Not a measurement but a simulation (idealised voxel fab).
process module | voxel capacitor over wiring
cross-section cut | 280 nm wide | cells 5 nm
A cross-section is a grid of square cells, given in bands from the top down. A band is one or more rows of cells.
Each band's line starts with the height of the band's top and of its bottom, in nm. Then come its materials from left to right, each with its width in nm. One material with "throughout" fills the band from edge to edge. "air" is empty space.
Height 0 is the level under which the wafer as received is all one material. The lowest band goes on downwards, as in "0 down".
A width such as "30 to 40" changes by the same amount from each row of cells to the next, from the band's top row to its bottom row.
"no change" after a step means that no cell of the cross-section changed.
closed voids: empty space of 8 cells or more with no open way to the top, each as width x height at its distance from the left edge, in nm
after a step's settings: what the simulator itself notes on the step
overlay nm, on a step with a mask: how far to the right of its planned place the mask lay; to the left if negative
plan
1 op RECEIVE | material Si
2 op CONFORMAL_DEP | material SiO2 | thk nm 15
3 op DIRECTIONAL_DEP | material TiN | thk nm 5
4 op DIRECTIONAL_DEP | material W | thk nm 15
5 op DIRECTIONAL_DEP | material aC | thk nm 10
6 op PATTERN | tone cover | mask id METAL_1 | material resist | width nm 20 | pitch nm 70 | thk nm 30 | overlay nm 0
7 op DIRECTIONAL_ETCH | etch materials aC | depth nm 10
8 op STRIP | etch materials resist
9 op DIRECTIONAL_ETCH | etch materials W | depth nm 15
10 op DIRECTIONAL_ETCH | etch materials TiN | depth nm 5
11 op STRIP | etch materials aC
12 op FILL_DEP | material SiO2 | thk nm 5
13 op CMP | height nm 35
14 op CONFORMAL_DEP | material SiCN | thk nm 5
15 op DIRECTIONAL_DEP | material SiO2 | thk nm 15
16 op MASKED_ETCH | tone open | mask id PLUG_1 | width nm 15 | etch materials SiO2 | depth nm 15 | overlay nm 0
17 op MASKED_ETCH | tone open | mask id PLUG_1 | width nm 15 | etch materials SiCN | depth nm 5 | overlay nm 0
18 op EPI | material Ru | thk nm 10
19 op EPI | material Ru | thk nm 10
20 op DIRECTIONAL_DEP | material TiN | thk nm 10
21 op DIRECTIONAL_DEP | material SiN | thk nm 5
22 op DIRECTIONAL_DEP | material TiN | thk nm 5
23 op PATTERN | tone cover | mask id UPPER_PLATE | material resist | width nm 55 | thk nm 20 | overlay nm 0
24 op DIRECTIONAL_ETCH | etch materials TiN | depth nm 5
25 op DIRECTIONAL_ETCH | etch materials SiN | depth nm 5
26 op STRIP | etch materials resist
27 op DIRECTIONAL_DEP | material aC | thk nm 10
28 op PATTERN | tone cover | mask id LOWER_PLATE | material resist | width nm 65 | thk nm 25 | overlay nm 0
29 op DIRECTIONAL_ETCH | etch materials aC | depth nm 10
30 op STRIP | etch materials resist
31 op DIRECTIONAL_ETCH | etch materials TiN | depth nm 10
32 op STRIP | etch materials aC
33 op FILL_DEP | material SiO2 | thk nm 20
34 op CMP | height nm 90
35 op PATTERN | tone open | mask id PLUG_2 | material resist | width nm 15 | thk nm 15 | overlay nm 0
36 op DIRECTIONAL_ETCH | etch materials SiO2 | depth nm 15
37 op STRIP | etch materials resist
38 op CONFORMAL_DEP | material TiN | thk nm 5
39 op FILL_DEP | material W | thk nm 10
40 op CMP | height nm 90
41 op CONFORMAL_DEP | material SiN | thk nm 5
as received, after step 1
  0 down: Si throughout
  closed voids: none
a wafer at the end: this start, this plan, one mistake
  95 to 90: SiN throughout
  90 to 80: SiO2 110 | TiN 5 | W 5 | TiN 5 | SiO2 155
  80 to 70: SiO2 110 to 100 | TiN 15 to 55 | SiO2 155 to 125
  70 to 65: SiO2 100 | SiN 55 | SiO2 125
  65 to 55: SiO2 95 | TiN 65 | SiO2 120
  55 to 40: SiO2 100 | Ru 15 | SiO2 165
  40 to 35: SiCN 100 | Ru 15 | SiCN 165
  35 to 30: SiO2 95 | TiN 20 | SiO2 50 | TiN 20 | SiO2 95
  30 to 15: W throughout
  15 to 0: SiO2 throughout
  0 down: Si throughout
  closed voids: none
what went wrong: steps 3 and 4 were swapped
